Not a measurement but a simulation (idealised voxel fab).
You're looking at the process module voxel ribs on slabs.
This is section cut - it's 225 nm across, gridded in 5 nm square cells.
Just so we're on the same page, the cross-sections are grids of square cells, and they're listed out in bands top to bottom, each band one or more rows deep.
First you get the band's top height and its bottom height, in nm, and then the materials it's made of, left to right, with each width in nm. If you see a single material with "edge to edge", that one covers the band edge to edge. "air" is empty space.
A quick word on heights: they are counted from 0, and under that level the wafer as it came to us is one material throughout. The lowest band is different from the rest in having no bottom; it simply continues downward, written as in "z 0 and below".
Think of "30..40" as a width that walks from the first number to the second as you go down the band, top row to bottom row, taking equal-sized steps from row to row.
Step note "identical to before" = no cross-section cell changed.
Look at "Closed voids list" for the closed voids: empty spaces with no open path to the top, sized 8 cells or up. Each is width x height at distance, distance from the left edge, all nm.
It should be noted that, on the line of a given step, the content following the step's settings is a remark produced by the simulator itself with respect to that step.
overlay nm: where the mask lay relative to plan, measured to the right, on steps with a mask; negatives go left.
# Here's what the planned process steps look like
1 op RECEIVE | material Si
2 op DIRECTIONAL_DEP | material SiO2 | thk nm 20
3 op DIRECTIONAL_DEP | material SiN | thk nm 15
4 op PATTERN | tone cover | mask id RIB | material resist | width nm 15 | thk nm 20 | overlay nm 0
5 op DIRECTIONAL_ETCH | etch materials SiN | depth nm 10
6 op STRIP | etch materials resist
7 op PATTERN | tone cover | mask id SLAB | material resist | width nm 65 | thk nm 20 | overlay nm 0
8 op DIRECTIONAL_ETCH | etch materials SiN | depth nm 5
9 op STRIP | etch materials resist
10 op FILL_DEP | material SiO2 | thk nm 20
11 op CMP | height nm 50
12 op DIRECTIONAL_DEP | material TiN | thk nm 10
13 op PATTERN | tone cover | mask id HEATER | material resist | width nm 25 | thk nm 15 | overlay nm 0
14 op DIRECTIONAL_ETCH | etch materials TiN | depth nm 10
15 op STRIP | etch materials resist
16 op CONFORMAL_DEP | material SiN | thk nm 10
# The first of a set of two wafers, run to plan
# Cross-sectional view of the wafer in its as-received condition, corresponding to the state after step 1
  z 0 and below: Si edge to edge
  Closed voids list: none
# Cross-sectional representation of the wafer at the conclusion of step 2
  z 20 to 0: SiO2 edge to edge
  below 0: unchanged
# Cross-sectional representation of the wafer at the conclusion of step 3
  z 35 to 20: SiN edge to edge
  below 20: unchanged
# Cross-sectional representation of the wafer at the conclusion of step 4
  z 55 to 35: air 105 nm; resist 15 nm; air 105 nm
  below 35: unchanged
# Cross-sectional representation of the wafer at the conclusion of step 5
  z 55 to 35: air 105 nm; resist 15 nm; air 105 nm
  z 35 to 25: air 105 nm; SiN 15 nm; air 105 nm
  below 25: unchanged
# Cross-sectional representation of the wafer at the conclusion of step 6
  z 35 to 25: air 105 nm; SiN 15 nm; air 105 nm
  below 25: unchanged
# Cross-sectional representation of the wafer at the conclusion of step 7
  z 55 to 35: air 80 nm; resist 65 nm; air 80 nm
  z 35 to 25: air 80 nm; resist 25 nm; SiN 15 nm; resist 25 nm; air 80 nm
  below 25: unchanged
# Cross-sectional representation of the wafer at the conclusion of step 8
  z 55 to 35: air 80 nm; resist 65 nm; air 80 nm
  z 35 to 25: air 80 nm; resist 25 nm; SiN 15 nm; resist 25 nm; air 80 nm
  z 25 to 20: air 80 nm; SiN 65 nm; air 80 nm
  below 20: unchanged
# Cross-sectional representation of the wafer at the conclusion of step 9
  z 35 to 25: air 105 nm; SiN 15 nm; air 105 nm
  below 25: unchanged
# Cross-sectional representation of the wafer at the conclusion of step 10
  z 55 to 35: SiO2 edge to edge
  z 35 to 25: SiO2 105 nm; SiN 15 nm; SiO2 105 nm
  z 25 to 20: SiO2 80 nm; SiN 65 nm; SiO2 80 nm
  below 20: unchanged
# Cross-sectional representation of the wafer at the conclusion of step 11
  z 50 to 35: SiO2 edge to edge
  below 35: unchanged
# Cross-sectional representation of the wafer at the conclusion of step 12
  z 60 to 50: TiN edge to edge
  below 50: unchanged
# Cross-sectional representation of the wafer at the conclusion of step 13
  z 75 to 60: air 100 nm; resist 25 nm; air 100 nm
  below 60: unchanged
# Cross-sectional representation of the wafer at the conclusion of step 14
  z 75 to 60: air 100 nm; resist 25 nm; air 100 nm
  z 60 to 50: air 100 nm; TiN 25 nm; air 100 nm
  below 50: unchanged
# Cross-sectional representation of the wafer at the conclusion of step 15
  z 60 to 50: air 100 nm; TiN 25 nm; air 100 nm
  below 50: unchanged
# Cross-sectional representation of the wafer at the conclusion of step 16
  z 70 to 60: air 90 nm; SiN 45 nm; air 90 nm
  z 60 to 50: SiN 100 nm; TiN 25 nm; SiN 100 nm
  below 50: unchanged
# Second of two: same start, same plan, one run error; steps up to and including 1 match the first
# Look at the second wafer in cross-section at the time step 2 ought to have finished
  z 15 to 0: SiN edge to edge
  below 0: unchanged
# Look at the second wafer in cross-section at the time step 3 ought to have finished
  z 35 to 15: SiO2 edge to edge
  below 15: unchanged
# Look at the second wafer in cross-section at the time step 4 ought to have finished
  z 55 to 35: air 105 nm; resist 15 nm; air 105 nm
  below 35: unchanged
Look at the second wafer in cross-section at the time step 5 ought to have finished: identical to before
# Look at the second wafer in cross-section at the time step 6 ought to have finished
  z 35 to 15: SiO2 edge to edge
  below 15: unchanged
# Look at the second wafer in cross-section at the time step 7 ought to have finished
  z 55 to 35: air 80 nm; resist 65 nm; air 80 nm
  below 35: unchanged
Look at the second wafer in cross-section at the time step 8 ought to have finished: identical to before
# Look at the second wafer in cross-section at the time step 9 ought to have finished
  z 35 to 15: SiO2 edge to edge
  below 15: unchanged
# Look at the second wafer in cross-section at the time step 10 ought to have finished
  z 55 to 15: SiO2 edge to edge
  below 15: unchanged
# Look at the second wafer in cross-section at the time step 11 ought to have finished
  z 50 to 15: SiO2 edge to edge
  below 15: unchanged
# Look at the second wafer in cross-section at the time step 12 ought to have finished
  z 60 to 50: TiN edge to edge
  below 50: unchanged
# Look at the second wafer in cross-section at the time step 13 ought to have finished
  z 75 to 60: air 100 nm; resist 25 nm; air 100 nm
  below 60: unchanged
# Look at the second wafer in cross-section at the time step 14 ought to have finished
  z 75 to 60: air 100 nm; resist 25 nm; air 100 nm
  z 60 to 50: air 100 nm; TiN 25 nm; air 100 nm
  below 50: unchanged
# Look at the second wafer in cross-section at the time step 15 ought to have finished
  z 60 to 50: air 100 nm; TiN 25 nm; air 100 nm
  below 50: unchanged
# Look at the second wafer in cross-section at the time step 16 ought to have finished
  z 70 to 60: air 90 nm; SiN 45 nm; air 90 nm
  z 60 to 50: SiN 100 nm; TiN 25 nm; SiN 100 nm
  below 50: unchanged
Error vs. plan: steps 2 and 3 got flipped, so each one ran where the other should have
Upon completion, the second wafer contains, in terms of cells, a greater or smaller amount of certain materials than the first wafer: +116 SiN | -116 SiO2
